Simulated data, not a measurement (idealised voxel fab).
Process module name: voxel lift off
Displayed cross-section: cut, width of 235 nm, square cells sized 5 nm.
Cross-section = grid of square cells, listed top down in bands; band = one or more rows. Each band's line starts with the height of the band's top and of its bottom, in nm. Then come its materials from left to right, each with its width in nm. One material with "full width" fills the band from edge to edge. "blank" is empty space. Measure heights from 0. That's the level where, below it, the as-received wafer is all one material. The lowest band is bottomless and extends downward; write it as in "0 down". Quick explanation for "30 to 40": the width changes in equal steps down the rows of cells, from the first number in the band's top row to the second number in its bottom row. Any step labelled "nothing different" changed none of the cells in the cross-section. "Fully enclosed voids": empty spaces of 8 cells or more with no open way to the top, each given as width x height at distance, distance from the left edge, all in nm. Heads up: the bit after the settings on a step's line is the simulator's remark on that step. "overlay nm" on a masked step: distance the mask lay right of its planned place, negative for left.
# Listed below are the process steps as planned
1: op RECEIVE | material Si
2: op CONFORMAL_DEP | material SiN | thk nm 15
3: op PATTERN | tone open | mask id LINES | material resist | width nm 15 | pitch nm 30 | thk nm 20 | overlay nm 0
4: op DIRECTIONAL_DEP | material Ru | thk nm 10
5: op STRIP | etch materials resist
6: op CONFORMAL_DEP | material SiCN | thk nm 10
# Cross-section of the wafer at receipt, which is the condition after step 1
- 0 down = Si full width
- Fully enclosed voids: none
# Look at the cross-section after the module: the wafer started out the way shown above and the plan was the one shown above, yet one mistake was made along the way
- 35 to 25 = SiCN full width
- 25 to 15 = 80 Ru | 15 SiCN | 15 Ru | 15 SiCN | 15 Ru | 15 SiCN | 80 Ru
- 15 to 0 = SiN full width
- 0 down = Si full width
- Fully enclosed voids: none
What was done differently from what was planned? not per plan at step 3, really ran op PATTERN | tone cover | mask id LINES | material resist | width nm 15 | pitch nm 30 | thk nm 20 | overlay nm 0
